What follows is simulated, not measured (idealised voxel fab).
Documented hereafter: the process module known as voxel wiring stack.
Each square cell in cross-section cut measures 5 nm, and the section as a whole is 190 nm wide.
Think of the cross-section as a grid of square cells. We describe it in bands, top to bottom, and each band covers one or more rows of those cells.
The band entry comprises the height of the band's top followed by the height of its bottom, expressed in nm, and subsequently the band's materials from left to right, each stated together with its width in nm. Where a single material is marked with the word "edge to edge", that material fills the band from edge to edge. The word "air" represents empty space.
It should be noted that heights are counted from 0, beneath which the wafer as supplied is of one material throughout, and that the lowest band possesses no lower boundary but continues downward, as written in "0 down".
So if you see something like "30 to 40" for the width, read it as the top row of the band sitting at the first number and the bottom row at the second, with every row in between moving by the same amount as the last.
Key: "nothing changed" - step with no changed cell in the cross-section.
Heads up: "Enclosed cavity list" only lists the empty pockets with no open path to the top that are 8 cells or more, and it writes them as width x height at distance, distance from the left edge, in nm.
On a step's line, text after the settings is the simulator commenting on that step.
"overlay nm" answers the question of how far to the right of plan the mask lay on a step that has a mask, and when it is negative the answer is to the left.
Set out below are the planned steps of the process:
| 1 | op RECEIVE | material Si |
| 2 | op CONFORMAL_DEP | material SiO2 | thk nm 15 |
| 3 | op CONFORMAL_DEP | material SiN | thk nm 5 |
| 4 | op DIRECTIONAL_DEP | material lowk | thk nm 25 |
| 5 | op PATTERN | tone open | mask id METAL_1 | material resist | width nm 20 | pitch nm 40 | thk nm 15 | overlay nm 0 |
| 6 | op DIRECTIONAL_ETCH | etch materials lowk | depth nm 25 |
| 7 | op DIRECTIONAL_ETCH | etch materials SiN | depth nm 5 |
| 8 | op STRIP | etch materials resist |
| 9 | op CONFORMAL_DEP | material TiN | thk nm 5 |
| 10 | op FILL_DEP | material W | thk nm 10 |
| 11 | op CMP | height nm 45 |
| 12 | op EPI | material Ru | thk nm 5 |
| 13 | op FILL_DEP | material SiCN | thk nm 5 |
| 14 | op DIRECTIONAL_DEP | material lowk | thk nm 30 |
| 15 | op DIRECTIONAL_DEP | material aC | thk nm 10 |
| 16 | op PATTERN | tone open | mask id METAL_2 | material resist | width nm 15 | pitch nm 40 | thk nm 25 | overlay nm 0 |
| 17 | op DIRECTIONAL_ETCH | etch materials aC | depth nm 10 |
| 18 | op STRIP | etch materials resist |
| 19 | op DIRECTIONAL_ETCH | etch materials lowk | depth nm 20 |
| 20 | op STRIP | etch materials aC |
| 21 | op PATTERN | tone open | mask id METAL_2_HOLES | material resist | width nm 15 | pitch nm 40 | thk nm 20 | overlay nm 0 |
| 22 | op DIRECTIONAL_ETCH | etch materials lowk | depth nm 10 |
| 23 | op DIRECTIONAL_ETCH | etch materials SiCN | depth nm 5 |
| 24 | op STRIP | etch materials resist |
| 25 | op CONFORMAL_DEP | material TiN | thk nm 5 |
| 26 | op FILL_DEP | material Ru | thk nm 5 |
| 27 | op CMP | height nm 85 |
| 28 | op CONFORMAL_DEP | material SiCN | thk nm 5 |
| 29 | op DIRECTIONAL_DEP | material lowk | thk nm 15 |
| 30 | op DIRECTIONAL_DEP | material aC | thk nm 15 |
| 31 | op PATTERN | tone open | mask id PLUG_2 | material resist | width nm 15 | thk nm 30 | overlay nm 0 |
| 32 | op DIRECTIONAL_ETCH | etch materials aC | depth nm 15 |
| 33 | op STRIP | etch materials resist |
| 34 | op DIRECTIONAL_ETCH | etch materials lowk | depth nm 15 |
| 35 | op DIRECTIONAL_ETCH | etch materials SiCN | depth nm 5 |
| 36 | op STRIP | etch materials aC |
| 37 | op CONFORMAL_DEP | material TiN | thk nm 5 |
| 38 | op FILL_DEP | material Cu | thk nm 5 |
| 39 | op CMP | height nm 105 |
| 40 | op CONFORMAL_DEP | material SiCN | thk nm 5 |
| 41 | op DIRECTIONAL_DEP | material SiO2 | thk nm 15 |
| 42 | op PATTERN | tone open | mask id METAL_3 | material resist | width nm 20 | pitch nm 40 | thk nm 20 | overlay nm 0 |
| 43 | op DIRECTIONAL_ETCH | etch materials SiO2 | depth nm 15 |
| 44 | op DIRECTIONAL_ETCH | etch materials SiCN | depth nm 5 |
| 45 | op STRIP | etch materials resist |
| 46 | op CONFORMAL_DEP | material TiN | thk nm 5 |
| 47 | op FILL_DEP | material Cu | thk nm 10 |
| 48 | op CMP | height nm 125 |
| 49 | op CONFORMAL_DEP | material SiN | thk nm 5 |
Heads up: all these wafers start the same, and what changes between them is the width nm in step 16. The value you see in the plan is just what the first wafer got.
So this is the first of several wafers, cross-sectioned as it came to us, meaning it's at the end of step 1:
- 0 down = Si edge to edge
- Enclosed cavity list: none
First of several wafers, sectioned at end of module (last step: step 49):
- 130 to 125 = SiN edge to edge
- 125 to 110 = 65 nm SiO2 | 5 nm TiN | 10 nm Cu | 5 nm TiN | 20 nm SiO2 | 5 nm TiN | 10 nm Cu | 5 nm TiN | 65 nm SiO2
- 110 to 105 = 65 nm SiCN | 20 nm TiN | 20 nm SiCN | 20 nm TiN | 65 nm SiCN
- 105 to 90 = 65 nm lowk | 5 nm TiN | 5 nm Cu | 5 nm TiN | 110 nm lowk
- 90 to 85 = 65 nm SiCN | 15 nm TiN | 110 nm SiCN
- 85 to 75 = 65 nm lowk | 5 to 10 nm TiN | 10 to 5 nm Ru | 5 nm TiN | 20 nm lowk | 5 to 10 nm TiN | 10 to 5 nm Ru | 5 nm TiN | 65 nm lowk
- 75 to 70 = 70 nm lowk | 5 nm TiN | 5 nm Ru | 5 nm TiN | 25 nm lowk | 5 nm TiN | 5 nm Ru | 5 nm TiN | 65 nm lowk
- 70 to 65 = 70 nm lowk | 15 nm TiN | 25 nm lowk | 15 nm TiN | 65 nm lowk
- 65 to 55 = 70 nm lowk | 10 nm TiN | 30 nm lowk | 10 nm TiN | 70 nm lowk
- 55 to 50 = 70 nm SiCN | 10 nm TiN | 30 nm SiCN | 10 nm TiN | 70 nm SiCN
- 50 to 45 = 60 nm SiCN | 30 nm Ru | 10 nm SiCN | 30 nm Ru | 60 nm SiCN
- 45 to 20 = 65 nm lowk | 5 nm TiN | 10 nm W | 5 nm TiN | 20 nm lowk | 5 nm TiN | 10 nm W | 5 nm TiN | 65 nm lowk
- 20 to 15 = 65 nm SiN | 20 nm TiN | 20 nm SiN | 20 nm TiN | 65 nm SiN
- 15 to 0 = SiO2 edge to edge
- 0 down = Si edge to edge
- Enclosed cavity list: none
A cross-section through the last wafer at the close of the module:
- 130 to 125 = SiN edge to edge
- 125 to 110 = 65 nm SiO2 | 5 nm TiN | 10 nm Cu | 5 nm TiN | 20 nm SiO2 | 5 nm TiN | 10 nm Cu | 5 nm TiN | 65 nm SiO2
- 110 to 105 = 65 nm SiCN | 20 nm TiN | 20 nm SiCN | 20 nm TiN | 65 nm SiCN
- 105 to 90 = 65 nm lowk | 5 nm TiN | 5 nm Cu | 5 nm TiN | 110 nm lowk
- 90 to 85 = 65 nm SiCN | 15 nm TiN | 110 nm SiCN
- 85 to 70 = 65 nm lowk | 5 nm TiN | 15 nm Ru | 5 nm TiN | 15 nm lowk | 5 nm TiN | 15 nm Ru | 5 nm TiN | 60 nm lowk
- 70 to 65 = 65 nm lowk | 5 nm TiN | 5 nm Ru | 15 nm TiN | 15 nm lowk | 5 nm TiN | 5 nm Ru | 15 nm TiN | 60 nm lowk
- 65 to 55 = 65 nm lowk | 5 nm TiN | 5 nm Ru | 5 nm TiN | 25 nm lowk | 5 nm TiN | 5 nm Ru | 5 nm TiN | 70 nm lowk
- 55 to 50 = 65 nm SiCN | 15 nm TiN | 25 nm SiCN | 15 nm TiN | 70 nm SiCN
- 50 to 45 = 60 nm SiCN | 30 nm Ru | 10 nm SiCN | 30 nm Ru | 60 nm SiCN
- 45 to 20 = 65 nm lowk | 5 nm TiN | 10 nm W | 5 nm TiN | 20 nm lowk | 5 nm TiN | 10 nm W | 5 nm TiN | 65 nm lowk
- 20 to 15 = 65 nm SiN | 20 nm TiN | 20 nm SiN | 20 nm TiN | 65 nm SiN
- 15 to 0 = SiO2 edge to edge
- 0 down = Si edge to edge
- Enclosed cavity list: none
End of module, by wafer: material-by-material cell gain (+) or loss (-) since receipt, then closed voids:
width nm 15, +15 Cu, +20 Ru, +125 SiCN, +68 SiN, +204 SiO2, +89 TiN, +20 W, +447 lowk, Enclosed cavity list: none
width nm 20, +15 Cu, +30 Ru, +123 SiCN, +68 SiN, +204 SiO2, +89 TiN, +20 W, +439 lowk, Enclosed cavity list: none
width nm 25, +15 Cu, +36 Ru, +123 SiCN, +68 SiN, +204 SiO2, +91 TiN, +20 W, +431 lowk, Enclosed cavity list: none
